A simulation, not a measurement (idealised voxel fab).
Process module, titled voxel gate over fins
FYI the section here is cut, 140 nm wide, cells are 5 nm squares.
If you're reading a cross-section in this doc, picture square cells in a grid; it comes to you as bands, top ones listed first down to the bottom, and a band can be one or more rows of cells.
Heights first: top, then bottom, in nm. Then materials, left to right, each with a width in nm. "all across" on a single material: fills the band edge to edge. "air": empty space.
Heights are reckoned from 0. Under this level, the received wafer is all of one material. The bottommost band is open-ended downward, for example "0 nm and below".
So if you see something like "30 to 40" for the width, read it as the top row of the band sitting at the first number and the bottom row at the second, with every row in between moving by the same amount as the last.
Where a step carries "no alterations made", the cross-section came out of it unchanged, cell for cell.
Closed empty spaces (no open way to the top) of 8 cells or more are what "Closed empty spaces" lists, each as width x height at distance from the left edge, nm for all three.
If you see something after the settings on a step's line, that's the simulator's own remark about that step.
"overlay nm" denotes, for a step that has a mask, the displacement of the mask to the right of its planned place, with negative values corresponding to the left.
[The planned process steps are enumerated hereunder]
1. RECEIVE | material Si
2. CONFORMAL_DEP | material SiN | thk nm 10
3. DIRECTIONAL_DEP | material aC | thk nm 10
4. PATTERN | tone cover | mask id FINS | material resist | width nm 15 | pitch nm 55 | thk nm 25 | overlay nm 0
5. DIRECTIONAL_ETCH | etch materials aC | depth nm 10
6. STRIP | etch materials resist
7. DIRECTIONAL_ETCH | etch materials SiN | depth nm 10
8. DIRECTIONAL_ETCH | etch materials Si | depth nm 35
9. STRIP | etch materials aC
10. OXIDIZE | depth nm 5
11. FILL_DEP | material SiO2 | thk nm 10
12. CMP | height nm 10
13. DIRECTIONAL_DEP | material aC | thk nm 15
14. PATTERN | tone open | mask id RAIL | material resist | width nm 15 | thk nm 30 | overlay nm 0
15. DIRECTIONAL_ETCH | etch materials aC | depth nm 15
16. STRIP | etch materials resist
17. DIRECTIONAL_ETCH | etch materials SiO2 | depth nm 40
18. STRIP | etch materials aC
19. CONFORMAL_DEP | material TiN | thk nm 5
20. FILL_DEP | material Ru | thk nm 10
21. CMP | height nm 10
22. SELECTIVE_ETCH | etch materials W Ru TiN | depth nm 25
23. FILL_DEP | material SiO2 | thk nm 5
24. CMP | height nm 10
25. SELECTIVE_ETCH | etch materials SiO2 | depth nm 20
26. STRIP | etch materials SiN
27. CONFORMAL_DEP | material HfO2 | thk nm 5
28. CONFORMAL_DEP | material TiN | thk nm 5
29. CONFORMAL_DEP | material TiAl | thk nm 5
30. CONFORMAL_DEP | material TiN | thk nm 5
31. FILL_DEP | material W | thk nm 15
32. CMP | height nm 30
33. CONFORMAL_DEP | material SiCN | thk nm 10
[Cross-sectional view of the wafer in its as-received condition, corresponding to the state after step 1]
0 nm and below: Si all across
Closed empty spaces: none
[Final cross-section, module run with one mistake (start and plan as above)]
40 nm to 30 nm: SiCN all across
30 nm to 20 nm: W all across
20 nm to 10 nm: 20 W; 45 TiN; 10 W; 45 TiN; 20 W
10 nm to 5 nm: 30 TiN; 25 TiAl; 30 TiN; 25 TiAl; 30 TiN
5 nm to 0 nm: 30 TiN; 5 TiAl; 15 HfO2; 5 TiAl; 30 TiN; 5 TiAl; 15 HfO2; 5 TiAl; 30 TiN
0 nm to -5 nm: 35 TiAl; 5 HfO2; 5 Si; 5 HfO2; 40 TiAl; 5 HfO2; 5 Si; 5 HfO2; 35 TiAl
-5 nm to -10 nm: 40 HfO2; 5 Si; 50 HfO2; 5 Si; 40 HfO2
-10 nm to -15 nm: 40 SiO2; 5 Si; 50 SiO2; 5 Si; 40 SiO2
-15 nm to -25 nm: 40 SiO2; 5 Si; 15 SiO2; 5 TiN; 5 Ru; 5 TiN; 20 SiO2; 5 Si; 40 SiO2
-25 nm to -30 nm: 40 SiO2; 5 Si; 15 SiO2; 15 TiN; 20 SiO2; 5 Si; 40 SiO2
-30 nm to -40 nm: 40 SiO2; 5 Si; 50 SiO2; 5 Si; 40 SiO2
-40 nm and below: Si all across
Closed empty spaces: none
Want to know what went wrong? steps 28 and 29 of the plan were each performed in the slot designated for the other
